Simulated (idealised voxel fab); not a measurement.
Process module in this document: voxel self aligned contacts
We display cut, a cross-section 240 nm in width whose square cells are each 5 nm.
Bands, listed from the top down, are how a cross-section gets written in this document; the cross-section itself is a grid of square cells, and a band is one or more rows of them.
Band entry format. Leading values: height of top, height of bottom, nm. Remainder: materials in left-to-right order, each with its width in nm. Special words: "all across" on a single material, which then fills the band edge to edge; "air", empty space.
The reference from which all heights are counted is 0, the level beneath which the as-received wafer is entirely one material; the lowest band, having no lower bound, proceeds downward and is written after the example "0 down".
So if you see something like "30..40" for the width, read it as the top row of the band sitting at the first number and the bottom row at the second, with every row in between moving by the same amount as the last.
"left unchanged" for a step: no cell of the cross-section changed in that step.
The label "Sealed void list" introduces a list of the empty spaces, 8 cells or larger, that have no open way up to the top; each entry in it reads width x height at distance, where the distance is taken from the left edge and all three are stated in nm.
Step line, after settings: the simulator's comment on this step.
overlay nm, on a step with a mask: how far to the right of its planned place the mask lay; to the left if negative

Intended process steps
1. RECEIVE (material Si)
2. OXIDIZE (depth nm 5)
3. DIRECTIONAL_DEP (material polySi; thk nm 30)
4. DIRECTIONAL_DEP (material SiN; thk nm 20)
5. PATTERN (tone cover; mask id GATE; material resist; width nm 25; pitch nm 70; thk nm 20; overlay nm 0)
6. DIRECTIONAL_ETCH (etch materials SiN; depth nm 20)
7. DIRECTIONAL_ETCH (etch materials polySi; depth nm 30)
8. STRIP (etch materials resist)
9. CONFORMAL_DEP (material SiN; thk nm 10)
10. DIRECTIONAL_ETCH (etch materials SiN; depth nm 10)
11. FILL_DEP (material SiO2; thk nm 10)
12. CMP (height nm 55)
13. PATTERN (tone open; mask id CONTACT; material resist; width nm 55; thk nm 15; overlay nm 0)
14. DIRECTIONAL_ETCH (etch materials SiO2; depth nm 60)
15. STRIP (etch materials resist)
16. CONFORMAL_DEP (material TiN; thk nm 5)
17. FILL_DEP (material W; thk nm 10)
18. CMP (height nm 55)
19. CONFORMAL_DEP (material SiCN; thk nm 5)

Wafer at receipt (post step 1), cross-section
- 0 down  Si all across
- Sealed void list: none

Cross-sectional result after module completion. Note: starting condition and plan are unchanged from above; one processing mistake was made
- 60 to 55  SiCN all across
- 55 to 50  85 SiO2; 25 TiN; 15 W; 25 TiN; 90 SiO2
- 50 to 30  60 SiO2; 45 SiN; 5 TiN; 15 W; 5 TiN; 45 SiN; 65 SiO2
- 30 to 0  60 SiO2; 10 SiN; 25 polySi; 10 SiN; 5 TiN; 15 W; 5 TiN; 10 SiN; 25 polySi; 10 SiN; 65 SiO2
- 0 to -5  105 SiO2; 25 TiN; 110 SiO2
- -5 down  Si all across
- Sealed void list: none
Want to know what went wrong? step 13 did not use the planned setting and instead ran as PATTERN (tone open; mask id CONTACT; material resist; width nm 65; thk nm 15; overlay nm 0)
